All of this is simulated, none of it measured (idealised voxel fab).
Process module under the name voxel ribs on slabs
The cross-section shown here is cut; it is 155 nm wide and divided into square cells measuring 5 nm on a side.
Format of a cross-section: grid, square cells. Given as bands. Order: top down. Band: one or more rows of cells.
Read a band's entry like this: the first values are the height of its top and the height of its bottom in nm, and what follows is the sequence of materials from left to right, each with its width in nm. Note that "air" is empty space, and that a single material marked "everywhere" reaches across the band from edge to edge.
Height is counted from the level 0, under which the received wafer is composed throughout of one material. The lowest of the bands is not closed at the bottom but continues downward, in the notation "0 nm and below".
Think of "30..40" as a width that walks from the first number to the second as you go down the band, top row to bottom row, taking equal-sized steps from row to row.
Reading "nothing got changed" for a step: not a cell of the cross-section changed in it.
Each empty space that has no open way to the top and spans at least 8 cells appears under "Closed void roster" as width x height at distance, the distance counted from the left edge, all in nm.
That trailing text on a step's line, after the settings, is the simulator's own remark on the step.
The "overlay nm" setting may appear on a step's line; for a step that uses a mask, it gives how far to the right of its planned position the mask lay, and a negative value indicates the left.

**Below is the list of planned process steps**
- 1: RECEIVE,material Si
- 2: DIRECTIONAL_DEP,material SiO2,thk nm 20
- 3: DIRECTIONAL_DEP,material polySi,thk nm 25
- 4: MASKED_ETCH,tone cover,mask id RIB,width nm 30,etch materials polySi,depth nm 20,overlay nm 0
- 5: DIRECTIONAL_DEP,material aC,thk nm 15
- 6: PATTERN,tone cover,mask id SLAB,material resist,width nm 60,thk nm 35,overlay nm 0
- 7: DIRECTIONAL_ETCH,etch materials aC,depth nm 15
- 8: STRIP,etch materials resist
- 9: DIRECTIONAL_ETCH,etch materials polySi,depth nm 5
- 10: STRIP,etch materials aC
- 11: FILL_DEP,material SiO2,thk nm 20
- 12: CMP,height nm 60
- 13: DIRECTIONAL_DEP,material W,thk nm 10
- 14: PATTERN,tone cover,mask id HEATER,material resist,width nm 40,thk nm 15,overlay nm 0
- 15: DIRECTIONAL_ETCH,etch materials W,depth nm 10
- 16: STRIP,etch materials resist
- 17: CONFORMAL_DEP,material SiO2,thk nm 10

**Shown in cross-section is the wafer as received, that is, as it stands after step 1**
    0 nm and below = Si everywhere
    Closed void roster: none

**Here's the wafer cut in cross-section after the module, started and planned just like above, except one thing was done wrong in the run**
    70 nm to 60 nm = air (55) | W (40) | air (60)
    60 nm to 45 nm = SiO2 everywhere
    45 nm to 25 nm = SiO2 (60) | polySi (30) | SiO2 (65)
    25 nm to 20 nm = SiO2 (45) | polySi (60) | SiO2 (50)
    20 nm to 0 nm = SiO2 everywhere
    0 nm and below = Si everywhere
    Closed void roster: none
Deviation from plan: not run: step 17 of the plan (skipped)
